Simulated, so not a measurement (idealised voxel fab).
Title: Process Module voxel ribs on slabs
FYI the section here is cut, 200 nm wide, cells are 5 nm squares.
Throughout this document, each cross-section is represented as a grid of square cells and is presented as a sequence of bands enumerated from the top downward, where a band comprises one or more rows of cells.
For a band, the entry starts with two heights in nm, that of the top and then that of the bottom, and carries on with the band's materials in order from left to right, each alongside its width in nm; the word "full width" beside a single material means it fills the band edge to edge, and "empty" means empty space.
Counting heights begins at 0, where everything beneath is, in the wafer as received, one material. The lowest band has no bottom; it goes on downwards, as "0..down" shows.
It should be noted that a width expressed as "30 to 40" varies in equal increments from row to row of cells within the band, taking the value of the first number at the top row and that of the second number at the bottom row.
Where the words "no alteration" appear for a step, the cross-section shows no cell changed by that step; every cell remained as before.
The list in "Closed-off voids" covers empty spaces of 8 cells or more that cannot reach the top through any open way, and it gives each as width x height at distance; the distance is from the left edge, and width, height and distance are in nm.
If you see something after the settings on a step's line, that's the simulator's own remark about that step.
"overlay nm" answers the question of how far to the right of plan the mask lay on a step that has a mask, and when it is negative the answer is to the left.

Process steps (planned):
1,RECEIVE, material Si
2,DIRECTIONAL_DEP, material SiO2, thk nm 25
3,DIRECTIONAL_DEP, material polySi, thk nm 25
4,PATTERN, tone cover, mask id RIB, material resist, width nm 15, thk nm 15, overlay nm 0
5,DIRECTIONAL_ETCH, etch materials polySi, depth nm 15
6,STRIP, etch materials resist
7,PATTERN, tone cover, mask id SLAB, material resist, width nm 45, thk nm 20, overlay nm 0
8,DIRECTIONAL_ETCH, etch materials polySi, depth nm 10
9,STRIP, etch materials resist
10,FILL_DEP, material SiO2, thk nm 25
11,CMP, height nm 70
12,DIRECTIONAL_DEP, material W, thk nm 5
13,DIRECTIONAL_DEP, material aC, thk nm 10
14,PATTERN, tone cover, mask id HEATER, material resist, width nm 25, thk nm 25, overlay nm 0
15,DIRECTIONAL_ETCH, etch materials aC, depth nm 10
16,STRIP, etch materials resist
17,DIRECTIONAL_ETCH, etch materials W, depth nm 5
18,STRIP, etch materials aC
19,CONFORMAL_DEP, material SiN, thk nm 5

First of two wafers: run as planned:

Cross-sectional view of the wafer in its as-received condition, corresponding to the state after step 1:
> 0..down: Si full width
> Closed-off voids: none

You're looking at a cross-section of the wafer after step 2:
> 25..0: SiO2 full width
> At heights below 0, the structure remains unaltered.

You're looking at a cross-section of the wafer after step 3:
> 50..25: polySi full width
> At heights below 25, the structure remains unaltered.

You're looking at a cross-section of the wafer after step 4:
> 65..50: 90 of empty, 15 of resist, 95 of empty
> At heights below 50, the structure remains unaltered.

You're looking at a cross-section of the wafer after step 5:
> 65..50: 90 of empty, 15 of resist, 95 of empty
> 50..35: 90 of empty, 15 of polySi, 95 of empty
> At heights below 35, the structure remains unaltered.

You're looking at a cross-section of the wafer after step 6:
> 50..35: 90 of empty, 15 of polySi, 95 of empty
> At heights below 35, the structure remains unaltered.

You're looking at a cross-section of the wafer after step 7:
> 70..50: 75 of empty, 45 of resist, 80 of empty
> 50..35: 75 of empty, 15 of resist, 15 of polySi, 15 of resist, 80 of empty
> At heights below 35, the structure remains unaltered.

You're looking at a cross-section of the wafer after step 8:
> 70..50: 75 of empty, 45 of resist, 80 of empty
> 50..35: 75 of empty, 15 of resist, 15 of polySi, 15 of resist, 80 of empty
> 35..25: 75 of empty, 45 of polySi, 80 of empty
> At heights below 25, the structure remains unaltered.

You're looking at a cross-section of the wafer after step 9:
> 50..35: 90 of empty, 15 of polySi, 95 of empty
> At heights below 35, the structure remains unaltered.

You're looking at a cross-section of the wafer after step 10:
> 75..50: SiO2 full width
> 50..35: 90 of SiO2, 15 of polySi, 95 of SiO2
> 35..25: 75 of SiO2, 45 of polySi, 80 of SiO2
> At heights below 25, the structure remains unaltered.

You're looking at a cross-section of the wafer after step 11:
> 70..50: SiO2 full width
> At heights below 50, the structure remains unaltered.

You're looking at a cross-section of the wafer after step 12:
> 75..70: W full width
> At heights below 70, the structure remains unaltered.

You're looking at a cross-section of the wafer after step 13:
> 85..75: aC full width
> At heights below 75, the structure remains unaltered.

You're looking at a cross-section of the wafer after step 14:
> 110..85: 85 of empty, 25 of resist, 90 of empty
> At heights below 85, the structure remains unaltered.

You're looking at a cross-section of the wafer after step 15:
> 100..85: 85 of empty, 25 of resist, 90 of empty
> 85..75: 85 of empty, 25 of aC, 90 of empty
> At heights below 75, the structure remains unaltered.

You're looking at a cross-section of the wafer after step 16:
> 85..75: 85 of empty, 25 of aC, 90 of empty
> At heights below 75, the structure remains unaltered.

You're looking at a cross-section of the wafer after step 17:
> 85..75: 85 of empty, 25 of aC, 90 of empty
> 75..70: 85 of empty, 25 of W, 90 of empty
> At heights below 70, the structure remains unaltered.

You're looking at a cross-section of the wafer after step 18:
> 75..70: 85 of empty, 25 of W, 90 of empty
> At heights below 70, the structure remains unaltered.

You're looking at a cross-section of the wafer after step 19:
> 80..75: 80 of empty, 35 of SiN, 85 of empty
> 75..70: 85 of SiN, 25 of W, 90 of SiN
> At heights below 70, the structure remains unaltered.

What follows concerns the second wafer, which started out like the first and was meant to follow the very same plan; one mistake crept in when it was run, but everything up to and including step 18 is the same as for the first wafer:

Second wafer, cut view, end of step 19 per plan: no alteration
Here's what went sideways: not run: step 19 of the plan (skipped)
at the end the second wafer has, in cells: 42 fewer of SiN
